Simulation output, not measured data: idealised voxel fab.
The document below concerns the process module designated voxel transistor to metal.
For reference, the cross-section in this document is cut, with width 280 nm and square cells of 5 nm.
We lay out every cross-section as a grid of square cells and spell it out in bands from the top down, where one band means one or more rows of cells. The entry gives the band's vertical extent as a top height and a bottom height in nm, then its horizontal make-up as materials from left to right, each with a width in nm. "air" stands for empty space; a single material marked "all across" fills the band edge to edge. Heights are reckoned from 0. Under this level, the received wafer is all of one material. The bottommost band is open-ended downward, for example "0 nm and below". Per-row width for "30..40": begins at first number (top row of band), ends at second number (bottom row), increment between rows held constant. Take "stayed the same" at face value: in the step it is given for, the cross-section changed in none of its cells. "Closed void table": sealed empty spaces, 8 cells or more, no open way to top, listed width x height at distance, with distance from the left edge and width, height and distance in nm. If you see something after the settings on a step's line, that's the simulator's own remark about that step. What "overlay nm" on a step's line means: if the step has a mask, that mask lay this far to the right of its planned place, or, when the value is negative, to the left.

**This section lists the process steps that were planned**
1) RECEIVE [material Si]
2) OXIDIZE [depth nm 5]
3) CONFORMAL_DEP [material SiN] [thk nm 15]
4) MASKED_ETCH [tone cover] [mask id ACTIVE] [width nm 100] [pitch nm 130] [etch materials SiN] [depth nm 15] [overlay nm 0]
5) MASKED_ETCH [tone cover] [mask id ACTIVE] [width nm 100] [pitch nm 130] [etch materials SiO2] [depth nm 5] [overlay nm 0]
6) MASKED_ETCH [tone cover] [mask id ACTIVE] [width nm 100] [pitch nm 130] [etch materials Si] [depth nm 25] [overlay nm 0]
7) OXIDIZE [depth nm 5]
8) FILL_DEP [material SiO2] [thk nm 5]
9) CMP [height nm 15]
10) SELECTIVE_ETCH [etch materials SiO2] [depth nm 15]
11) STRIP [etch materials SiN]
12) SELECTIVE_ETCH [etch materials SiO2] [depth nm 5]
13) OXIDIZE [depth nm 5]
14) DIRECTIONAL_DEP [material polySi] [thk nm 20]
15) DIRECTIONAL_DEP [material SiCN] [thk nm 10]
16) MASKED_ETCH [tone cover] [mask id GATE] [width nm 20] [pitch nm 130] [etch materials SiCN] [depth nm 20] [overlay nm 0]
17) MASKED_ETCH [tone cover] [mask id GATE] [width nm 20] [pitch nm 130] [etch materials polySi] [depth nm 30] [overlay nm 0]
18) CONFORMAL_DEP [material SiN] [thk nm 5]
19) DIRECTIONAL_ETCH [etch materials SiN] [depth nm 5]
20) DIRECTIONAL_ETCH [etch materials SiO2] [depth nm 5]
21) EPI [material pSi] [thk nm 5]
22) FILL_DEP [material SiO2] [thk nm 10]
23) CMP [height nm 25]
24) DIRECTIONAL_DEP [material SiO2] [thk nm 10]
25) DIRECTIONAL_DEP [material aC] [thk nm 15]
26) PATTERN [tone open] [mask id CONTACT] [material resist] [width nm 30] [thk nm 30] [overlay nm 0]
27) DIRECTIONAL_ETCH [etch materials aC] [depth nm 15]
28) STRIP [etch materials resist]
29) DIRECTIONAL_ETCH [etch materials SiO2] [depth nm 40]
30) STRIP [etch materials aC]
31) CONFORMAL_DEP [material TiN] [thk nm 5]
32) FILL_DEP [material W] [thk nm 10]
33) CMP [height nm 35]
34) CONFORMAL_DEP [material SiN] [thk nm 5]
35) DIRECTIONAL_DEP [material SiO2] [thk nm 15]
36) DIRECTIONAL_DEP [material aC] [thk nm 10]
37) PATTERN [tone open] [mask id METAL_1] [material resist] [width nm 15] [thk nm 30] [overlay nm 0]
38) DIRECTIONAL_ETCH [etch materials aC] [depth nm 10]
39) STRIP [etch materials resist]
40) DIRECTIONAL_ETCH [etch materials SiO2] [depth nm 15]
41) DIRECTIONAL_ETCH [etch materials SiN] [depth nm 5]
42) STRIP [etch materials aC]
43) CONFORMAL_DEP [material TiN] [thk nm 5]
44) FILL_DEP [material Cu] [thk nm 10]
45) CMP [height nm 55]
46) CONFORMAL_DEP [material SiN] [thk nm 5]

**First of two wafers - as planned**

**Incoming wafer in cross-section (state: after step 1)**
0 nm and below = Si all across
Closed void table: none

**Step 2 done - wafer cross-section**
0 nm to -5 nm = SiO2 all across
Beneath the level -5, the cross-section is identical to its previous state.

**Step 3 done - wafer cross-section**
15 nm to 0 nm = SiN all across
Beneath the level 0, the cross-section is identical to its previous state.

**Step 4 done - wafer cross-section**
15 nm to 0 nm = air 25; SiN 100; air 30; SiN 100; air 25
Beneath the level 0, the cross-section is identical to its previous state.

**Step 5 done - wafer cross-section**
15 nm to 0 nm = air 25; SiN 100; air 30; SiN 100; air 25
0 nm to -5 nm = air 25; SiO2 100; air 30; SiO2 100; air 25
Beneath the level -5, the cross-section is identical to its previous state.

**Step 6 done - wafer cross-section**
15 nm to 0 nm = air 25; SiN 100; air 30; SiN 100; air 25
0 nm to -5 nm = air 25; SiO2 100; air 30; SiO2 100; air 25
-5 nm to -30 nm = air 25; Si 100; air 30; Si 100; air 25
Beneath the level -30, the cross-section is identical to its previous state.

**Step 7 done - wafer cross-section**
15 nm to 0 nm = air 25; SiN 100; air 30; SiN 100; air 25
0 nm to -5 nm = air 25; SiO2 100; air 30; SiO2 100; air 25
-5 nm to -30 nm = air 25; SiO2 5; Si 90; SiO2 5; air 30; SiO2 5; Si 90; SiO2 5; air 25
-30 nm to -35 nm = SiO2 30; Si 90; SiO2 40; Si 90; SiO2 30
Beneath the level -35, the cross-section is identical to its previous state.

**Step 8 done - wafer cross-section**
20 nm to 15 nm = SiO2 all across
15 nm to 0 nm = SiO2 25; SiN 100; SiO2 30; SiN 100; SiO2 25
0 nm to -5 nm = SiO2 all across
-5 nm to -35 nm = SiO2 30; Si 90; SiO2 40; Si 90; SiO2 30
Beneath the level -35, the cross-section is identical to its previous state.

**Step 9 done - wafer cross-section**
15 nm to 0 nm = SiO2 25; SiN 100; SiO2 30; SiN 100; SiO2 25
Beneath the level 0, the cross-section is identical to its previous state.

**Step 10 done - wafer cross-section**
15 nm to 0 nm = air 25; SiN 100; air 30; SiN 100; air 25
Beneath the level 0, the cross-section is identical to its previous state.

**Step 11 done - wafer cross-section**
0 nm to -5 nm = SiO2 all across
Beneath the level -5, the cross-section is identical to its previous state.

**Step 12 done - wafer cross-section**
-5 nm to -35 nm = SiO2 30; Si 90; SiO2 40; Si 90; SiO2 30
Beneath the level -35, the cross-section is identical to its previous state.

**Step 13 done - wafer cross-section**
-5 nm to -10 nm = SiO2 all across
Beneath the level -10, the cross-section is identical to its previous state.

**Step 14 done - wafer cross-section**
15 nm to -5 nm = polySi all across
Beneath the level -5, the cross-section is identical to its previous state.

**Step 15 done - wafer cross-section**
25 nm to 15 nm = SiCN all across
Beneath the level 15, the cross-section is identical to its previous state.

**Step 16 done - wafer cross-section**
25 nm to 15 nm = air 65; SiCN 20; air 110; SiCN 20; air 65
Beneath the level 15, the cross-section is identical to its previous state.

**Step 17 done - wafer cross-section**
25 nm to 15 nm = air 65; SiCN 20; air 110; SiCN 20; air 65
15 nm to -5 nm = air 65; polySi 20; air 110; polySi 20; air 65
Beneath the level -5, the cross-section is identical to its previous state.

**Step 18 done - wafer cross-section**
30 nm to 25 nm = air 60; SiN 30; air 100; SiN 30; air 60
25 nm to 15 nm = air 60; SiN 5; SiCN 20; SiN 5; air 100; SiN 5; SiCN 20; SiN 5; air 60
15 nm to 0 nm = air 60; SiN 5; polySi 20; SiN 5; air 100; SiN 5; polySi 20; SiN 5; air 60
0 nm to -5 nm = SiN 65; polySi 20; SiN 110; polySi 20; SiN 65
Beneath the level -5, the cross-section is identical to its previous state.

**Step 19 done - wafer cross-section**
25 nm to 15 nm = air 60; SiN 5; SiCN 20; SiN 5; air 100; SiN 5; SiCN 20; SiN 5; air 60
15 nm to -5 nm = air 60; SiN 5; polySi 20; SiN 5; air 100; SiN 5; polySi 20; SiN 5; air 60
Beneath the level -5, the cross-section is identical to its previous state.

**Step 20 done - wafer cross-section**
25 nm to 15 nm = air 60; SiN 5; SiCN 20; SiN 5; air 100; SiN 5; SiCN 20; SiN 5; air 60
15 nm to -5 nm = air 60; SiN 5; polySi 20; SiN 5; air 100; SiN 5; polySi 20; SiN 5; air 60
-5 nm to -10 nm = air 60; SiO2 30; air 100; SiO2 30; air 60
Beneath the level -10, the cross-section is identical to its previous state.

**Step 21 done - wafer cross-section**
25 nm to 15 nm = air 60; SiN 5; SiCN 20; SiN 5; air 100; SiN 5; SiCN 20; SiN 5; air 60
15 nm to -5 nm = air 60; SiN 5; polySi 20; SiN 5; air 100; SiN 5; polySi 20; SiN 5; air 60
-5 nm to -10 nm = air 25; pSi 35; SiO2 30; pSi 35; air 30; pSi 35; SiO2 30; pSi 35; air 25
Beneath the level -10, the cross-section is identical to its previous state.

**Step 22 done - wafer cross-section**
35 nm to 25 nm = SiO2 all across
25 nm to 15 nm = SiO2 60; SiN 5; SiCN 20; SiN 5; SiO2 100; SiN 5; SiCN 20; SiN 5; SiO2 60
15 nm to -5 nm = SiO2 60; SiN 5; polySi 20; SiN 5; SiO2 100; SiN 5; polySi 20; SiN 5; SiO2 60
-5 nm to -10 nm = SiO2 25; pSi 35; SiO2 30; pSi 35; SiO2 30; pSi 35; SiO2 30; pSi 35; SiO2 25
Beneath the level -10, the cross-section is identical to its previous state.

**Step 23 done - wafer cross-section**
25 nm to 15 nm = SiO2 60; SiN 5; SiCN 20; SiN 5; SiO2 100; SiN 5; SiCN 20; SiN 5; SiO2 60
Beneath the level 15, the cross-section is identical to its previous state.

**Step 24 done - wafer cross-section**
35 nm to 25 nm = SiO2 all across
Beneath the level 25, the cross-section is identical to its previous state.

**Step 25 done - wafer cross-section**
50 nm to 35 nm = aC all across
Beneath the level 35, the cross-section is identical to its previous state.

**Step 26 done - wafer cross-section**
80 nm to 50 nm = resist 30; air 30; resist 30; air 30; resist 40; air 30; resist 30; air 30; resist 30
Beneath the level 50, the cross-section is identical to its previous state.

**Step 27 done - wafer cross-section**
65 nm to 50 nm = resist 30; air 30; resist 30; air 30; resist 40; air 30; resist 30; air 30; resist 30
50 nm to 35 nm = aC 30; air 30; aC 30; air 30; aC 40; air 30; aC 30; air 30; aC 30
Beneath the level 35, the cross-section is identical to its previous state.

**Step 28 done - wafer cross-section**
50 nm to 35 nm = aC 30; air 30; aC 30; air 30; aC 40; air 30; aC 30; air 30; aC 30
Beneath the level 35, the cross-section is identical to its previous state.

**Step 29 done - wafer cross-section**
50 nm to 35 nm = aC 30; air 30; aC 30; air 30; aC 40; air 30; aC 30; air 30; aC 30
35 nm to 25 nm = SiO2 30; air 30; SiO2 30; air 30; SiO2 40; air 30; SiO2 30; air 30; SiO2 30
25 nm to 15 nm = SiO2 30; air 30; SiN 5; SiCN 20; SiN 5; air 30; SiO2 40; air 30; SiN 5; SiCN 20; SiN 5; air 30; SiO2 30
15 nm to -5 nm = SiO2 30; air 30; SiN 5; polySi 20; SiN 5; air 30; SiO2 40; air 30; SiN 5; polySi 20; SiN 5; air 30; SiO2 30
Beneath the level -5, the cross-section is identical to its previous state.

**Step 30 done - wafer cross-section**
35 nm to 25 nm = SiO2 30; air 30; SiO2 30; air 30; SiO2 40; air 30; SiO2 30; air 30; SiO2 30
Beneath the level 25, the cross-section is identical to its previous state.

**Step 31 done - wafer cross-section**
40 nm to 35 nm = TiN 35; air 20; TiN 40; air 20; TiN 50; air 20; TiN 40; air 20; TiN 35
35 nm to 25 nm = SiO2 30; TiN 5; air 20; TiN 5; SiO2 30; TiN 5; air 20; TiN 5; SiO2 40; TiN 5; air 20; TiN 5; SiO2 30; TiN 5; air 20; TiN 5; SiO2 30
25 nm to 15 nm = SiO2 30; TiN 5; air 20; TiN 5; SiN 5; SiCN 20; SiN 5; TiN 5; air 20; TiN 5; SiO2 40; TiN 5; air 20; TiN 5; SiN 5; SiCN 20; SiN 5; TiN 5; air 20; TiN 5; SiO2 30
15 nm to 0 nm = SiO2 30; TiN 5; air 20; TiN 5; SiN 5; polySi 20; SiN 5; TiN 5; air 20; TiN 5; SiO2 40; TiN 5; air 20; TiN 5; SiN 5; polySi 20; SiN 5; TiN 5; air 20; TiN 5; SiO2 30
0 nm to -5 nm = SiO2 30; TiN 30; SiN 5; polySi 20; SiN 5; TiN 30; SiO2 40; TiN 30; SiN 5; polySi 20; SiN 5; TiN 30; SiO2 30
Beneath the level -5, the cross-section is identical to its previous state.

**Step 32 done - wafer cross-section**
50 nm to 40 nm = W all across
40 nm to 35 nm = TiN 35; W 20; TiN 40; W 20; TiN 50; W 20; TiN 40; W 20; TiN 35
35 nm to 25 nm = SiO2 30; TiN 5; W 20; TiN 5; SiO2 30; TiN 5; W 20; TiN 5; SiO2 40; TiN 5; W 20; TiN 5; SiO2 30; TiN 5; W 20; TiN 5; SiO2 30
25 nm to 15 nm = SiO2 30; TiN 5; W 20; TiN 5; SiN 5; SiCN 20; SiN 5; TiN 5; W 20; TiN 5; SiO2 40; TiN 5; W 20; TiN 5; SiN 5; SiCN 20; SiN 5; TiN 5; W 20; TiN 5; SiO2 30
15 nm to 0 nm = SiO2 30; TiN 5; W 20; TiN 5; SiN 5; polySi 20; SiN 5; TiN 5; W 20; TiN 5; SiO2 40; TiN 5; W 20; TiN 5; SiN 5; polySi 20; SiN 5; TiN 5; W 20; TiN 5; SiO2 30
Beneath the level 0, the cross-section is identical to its previous state.

**Step 33 done - wafer cross-section**
35 nm to 25 nm = SiO2 30; TiN 5; W 20; TiN 5; SiO2 30; TiN 5; W 20; TiN 5; SiO2 40; TiN 5; W 20; TiN 5; SiO2 30; TiN 5; W 20; TiN 5; SiO2 30
Beneath the level 25, the cross-section is identical to its previous state.

**Step 34 done - wafer cross-section**
40 nm to 35 nm = SiN all across
Beneath the level 35, the cross-section is identical to its previous state.

**Step 35 done - wafer cross-section**
55 nm to 40 nm = SiO2 all across
Beneath the level 40, the cross-section is identical to its previous state.

**Step 36 done - wafer cross-section**
65 nm to 55 nm = aC all across
Beneath the level 55, the cross-section is identical to its previous state.

**Step 37 done - wafer cross-section**
95 nm to 65 nm = resist 30; air 15; resist 60; air 15; resist 40; air 15; resist 60; air 15; resist 30
Beneath the level 65, the cross-section is identical to its previous state.

**Step 38 done - wafer cross-section**
85 nm to 65 nm = resist 30; air 15; resist 60; air 15; resist 40; air 15; resist 60; air 15; resist 30
65 nm to 55 nm = aC 30; air 15; aC 60; air 15; aC 40; air 15; aC 60; air 15; aC 30
Beneath the level 55, the cross-section is identical to its previous state.

**Step 39 done - wafer cross-section**
65 nm to 55 nm = aC 30; air 15; aC 60; air 15; aC 40; air 15; aC 60; air 15; aC 30
Beneath the level 55, the cross-section is identical to its previous state.

**Step 40 done - wafer cross-section**
65 nm to 55 nm = aC 30; air 15; aC 60; air 15; aC 40; air 15; aC 60; air 15; aC 30
55 nm to 40 nm = SiO2 30; air 15; SiO2 60; air 15; SiO2 40; air 15; SiO2 60; air 15; SiO2 30
Beneath the level 40, the cross-section is identical to its previous state.

**Step 41 done - wafer cross-section**
65 nm to 55 nm = aC 30; air 15; aC 60; air 15; aC 40; air 15; aC 60; air 15; aC 30
55 nm to 40 nm = SiO2 30; air 15; SiO2 60; air 15; SiO2 40; air 15; SiO2 60; air 15; SiO2 30
40 nm to 35 nm = SiN 30; air 15; SiN 60; air 15; SiN 40; air 15; SiN 60; air 15; SiN 30
Beneath the level 35, the cross-section is identical to its previous state.

**Step 42 done - wafer cross-section**
55 nm to 40 nm = SiO2 30; air 15; SiO2 60; air 15; SiO2 40; air 15; SiO2 60; air 15; SiO2 30
Beneath the level 40, the cross-section is identical to its previous state.

**Step 43 done - wafer cross-section**
60 nm to 55 nm = TiN 35; air 5; TiN 70; air 5; TiN 50; air 5; TiN 70; air 5; TiN 35
55 nm to 40 nm = SiO2 30; TiN 5; air 5; TiN 5; SiO2 60; TiN 5; air 5; TiN 5; SiO2 40; TiN 5; air 5; TiN 5; SiO2 60; TiN 5; air 5; TiN 5; SiO2 30
40 nm to 35 nm = SiN 30; TiN 15; SiN 60; TiN 15; SiN 40; TiN 15; SiN 60; TiN 15; SiN 30
Beneath the level 35, the cross-section is identical to its previous state.

**Step 44 done - wafer cross-section**
70 nm to 60 nm = Cu all across
60 nm to 55 nm = TiN 35; Cu 5; TiN 70; Cu 5; TiN 50; Cu 5; TiN 70; Cu 5; TiN 35
55 nm to 40 nm = SiO2 30; TiN 5; Cu 5; TiN 5; SiO2 60; TiN 5; Cu 5; TiN 5; SiO2 40; TiN 5; Cu 5; TiN 5; SiO2 60; TiN 5; Cu 5; TiN 5; SiO2 30
Beneath the level 40, the cross-section is identical to its previous state.

**Step 45 done - wafer cross-section**
55 nm to 40 nm = SiO2 30; TiN 5; Cu 5; TiN 5; SiO2 60; TiN 5; Cu 5; TiN 5; SiO2 40; TiN 5; Cu 5; TiN 5; SiO2 60; TiN 5; Cu 5; TiN 5; SiO2 30
Beneath the level 40, the cross-section is identical to its previous state.

**Step 46 done - wafer cross-section**
60 nm to 55 nm = SiN all across
Beneath the level 55, the cross-section is identical to its previous state.

**Now the other wafer: same start, same recipe, but we messed up one thing when running it. Up to and including step 25 it's the same as the first one**

**X-section, second wafer, when step 26 was due to finish**
80 nm to 50 nm = resist 40; air 30; resist 30; air 30; resist 40; air 30; resist 30; air 30; resist 20
Beneath the level 50, the cross-section is identical to its previous state.

**X-section, second wafer, when step 27 was due to finish**
65 nm to 50 nm = resist 40; air 30; resist 30; air 30; resist 40; air 30; resist 30; air 30; resist 20
50 nm to 35 nm = aC 40; air 30; aC 30; air 30; aC 40; air 30; aC 30; air 30; aC 20
Beneath the level 35, the cross-section is identical to its previous state.

**X-section, second wafer, when step 28 was due to finish**
50 nm to 35 nm = aC 40; air 30; aC 30; air 30; aC 40; air 30; aC 30; air 30; aC 20
Beneath the level 35, the cross-section is identical to its previous state.

**X-section, second wafer, when step 29 was due to finish**
50 nm to 35 nm = aC 40; air 30; aC 30; air 30; aC 40; air 30; aC 30; air 30; aC 20
35 nm to 25 nm = SiO2 40; air 30; SiO2 30; air 30; SiO2 40; air 30; SiO2 30; air 30; SiO2 20
25 nm to 15 nm = SiO2 40; air 20; SiN 5; SiCN 20; SiN 5; SiO2 10; air 30; SiO2 40; air 20; SiN 5; SiCN 20; SiN 5; SiO2 10; air 30; SiO2 20
15 nm to -5 nm = SiO2 40; air 20; SiN 5; polySi 20; SiN 5; SiO2 10; air 30; SiO2 40; air 20; SiN 5; polySi 20; SiN 5; SiO2 10; air 30; SiO2 20
Beneath the level -5, the cross-section is identical to its previous state.

**X-section, second wafer, when step 30 was due to finish**
35 nm to 25 nm = SiO2 40; air 30; SiO2 30; air 30; SiO2 40; air 30; SiO2 30; air 30; SiO2 20
Beneath the level 25, the cross-section is identical to its previous state.

**X-section, second wafer, when step 31 was due to finish**
40 nm to 35 nm = TiN 45; air 20; TiN 40; air 20; TiN 50; air 20; TiN 40; air 20; TiN 25
35 nm to 25 nm = SiO2 40; TiN 5; air 20..10; TiN 5..15; SiO2 30; TiN 5; air 20; TiN 5; SiO2 40; TiN 5; air 20..10; TiN 5..15; SiO2 30; TiN 5; air 20; TiN 5; SiO2 20
25 nm to 15 nm = SiO2 40; TiN 5; air 10; TiN 5; SiN 5; SiCN 20; SiN 5; SiO2 10; TiN 5; air 20; TiN 5; SiO2 40; TiN 5; air 10; TiN 5; SiN 5; SiCN 20; SiN 5; SiO2 10; TiN 5; air 20; TiN 5; SiO2 20
15 nm to 0 nm = SiO2 40; TiN 5; air 10; TiN 5; SiN 5; polySi 20; SiN 5; SiO2 10; TiN 5; air 20; TiN 5; SiO2 40; TiN 5; air 10; TiN 5; SiN 5; polySi 20; SiN 5; SiO2 10; TiN 5; air 20; TiN 5; SiO2 20
0 nm to -5 nm = SiO2 40; TiN 20; SiN 5; polySi 20; SiN 5; SiO2 10; TiN 30; SiO2 40; TiN 20; SiN 5; polySi 20; SiN 5; SiO2 10; TiN 30; SiO2 20
Beneath the level -5, the cross-section is identical to its previous state.

**X-section, second wafer, when step 32 was due to finish**
50 nm to 40 nm = W all across
40 nm to 35 nm = TiN 45; W 20; TiN 40; W 20; TiN 50; W 20; TiN 40; W 20; TiN 25
35 nm to 25 nm = SiO2 40; TiN 5; W 20..10; TiN 5..15; SiO2 30; TiN 5; W 20; TiN 5; SiO2 40; TiN 5; W 20..10; TiN 5..15; SiO2 30; TiN 5; W 20; TiN 5; SiO2 20
25 nm to 15 nm = SiO2 40; TiN 5; W 10; TiN 5; SiN 5; SiCN 20; SiN 5; SiO2 10; TiN 5; W 20; TiN 5; SiO2 40; TiN 5; W 10; TiN 5; SiN 5; SiCN 20; SiN 5; SiO2 10; TiN 5; W 20; TiN 5; SiO2 20
15 nm to 0 nm = SiO2 40; TiN 5; W 10; TiN 5; SiN 5; polySi 20; SiN 5; SiO2 10; TiN 5; W 20; TiN 5; SiO2 40; TiN 5; W 10; TiN 5; SiN 5; polySi 20; SiN 5; SiO2 10; TiN 5; W 20; TiN 5; SiO2 20
Beneath the level 0, the cross-section is identical to its previous state.

**X-section, second wafer, when step 33 was due to finish**
35 nm to 25 nm = SiO2 40; TiN 5; W 20..10; TiN 5..15; SiO2 30; TiN 5; W 20; TiN 5; SiO2 40; TiN 5; W 20..10; TiN 5..15; SiO2 30; TiN 5; W 20; TiN 5; SiO2 20
Beneath the level 25, the cross-section is identical to its previous state.

**X-section, second wafer, when step 34 was due to finish**
40 nm to 35 nm = SiN all across
Beneath the level 35, the cross-section is identical to its previous state.

**X-section, second wafer, when step 35 was due to finish**
55 nm to 40 nm = SiO2 all across
Beneath the level 40, the cross-section is identical to its previous state.

**X-section, second wafer, when step 36 was due to finish**
65 nm to 55 nm = aC all across
Beneath the level 55, the cross-section is identical to its previous state.

**X-section, second wafer, when step 37 was due to finish**
95 nm to 65 nm = resist 30; air 15; resist 60; air 15; resist 40; air 15; resist 60; air 15; resist 30
Beneath the level 65, the cross-section is identical to its previous state.

**X-section, second wafer, when step 38 was due to finish**
85 nm to 65 nm = resist 30; air 15; resist 60; air 15; resist 40; air 15; resist 60; air 15; resist 30
65 nm to 55 nm = aC 30; air 15; aC 60; air 15; aC 40; air 15; aC 60; air 15; aC 30
Beneath the level 55, the cross-section is identical to its previous state.

**X-section, second wafer, when step 39 was due to finish**
65 nm to 55 nm = aC 30; air 15; aC 60; air 15; aC 40; air 15; aC 60; air 15; aC 30
Beneath the level 55, the cross-section is identical to its previous state.

**X-section, second wafer, when step 40 was due to finish**
65 nm to 55 nm = aC 30; air 15; aC 60; air 15; aC 40; air 15; aC 60; air 15; aC 30
55 nm to 40 nm = SiO2 30; air 15; SiO2 60; air 15; SiO2 40; air 15; SiO2 60; air 15; SiO2 30
Beneath the level 40, the cross-section is identical to its previous state.

**X-section, second wafer, when step 41 was due to finish**
65 nm to 55 nm = aC 30; air 15; aC 60; air 15; aC 40; air 15; aC 60; air 15; aC 30
55 nm to 40 nm = SiO2 30; air 15; SiO2 60; air 15; SiO2 40; air 15; SiO2 60; air 15; SiO2 30
40 nm to 35 nm = SiN 30; air 15; SiN 60; air 15; SiN 40; air 15; SiN 60; air 15; SiN 30
Beneath the level 35, the cross-section is identical to its previous state.

**X-section, second wafer, when step 42 was due to finish**
55 nm to 40 nm = SiO2 30; air 15; SiO2 60; air 15; SiO2 40; air 15; SiO2 60; air 15; SiO2 30
Beneath the level 40, the cross-section is identical to its previous state.

**X-section, second wafer, when step 43 was due to finish**
60 nm to 55 nm = TiN 35; air 5; TiN 70; air 5; TiN 50; air 5; TiN 70; air 5; TiN 35
55 nm to 40 nm = SiO2 30; TiN 5; air 5; TiN 5; SiO2 60; TiN 5; air 5; TiN 5; SiO2 40; TiN 5; air 5; TiN 5; SiO2 60; TiN 5; air 5; TiN 5; SiO2 30
40 nm to 35 nm = SiN 30; TiN 15; SiN 60; TiN 15; SiN 40; TiN 15; SiN 60; TiN 15; SiN 30
Beneath the level 35, the cross-section is identical to its previous state.

**X-section, second wafer, when step 44 was due to finish**
70 nm to 60 nm = Cu all across
60 nm to 55 nm = TiN 35; Cu 5; TiN 70; Cu 5; TiN 50; Cu 5; TiN 70; Cu 5; TiN 35
55 nm to 40 nm = SiO2 30; TiN 5; Cu 5; TiN 5; SiO2 60; TiN 5; Cu 5; TiN 5; SiO2 40; TiN 5; Cu 5; TiN 5; SiO2 60; TiN 5; Cu 5; TiN 5; SiO2 30
Beneath the level 40, the cross-section is identical to its previous state.

**X-section, second wafer, when step 45 was due to finish**
55 nm to 40 nm = SiO2 30; TiN 5; Cu 5; TiN 5; SiO2 60; TiN 5; Cu 5; TiN 5; SiO2 40; TiN 5; Cu 5; TiN 5; SiO2 60; TiN 5; Cu 5; TiN 5; SiO2 30
Beneath the level 40, the cross-section is identical to its previous state.

**X-section, second wafer, when step 46 was due to finish**
60 nm to 55 nm = SiN all across
Beneath the level 55, the cross-section is identical to its previous state.
Processing error: step 26: run off-plan, actual operation and settings PATTERN [tone open] [mask id CONTACT] [material resist] [width nm 30] [thk nm 30] [overlay nm 10]
Final wafer comparison in cells, second versus first, more or fewer per material: +24 SiO2 | -24 W
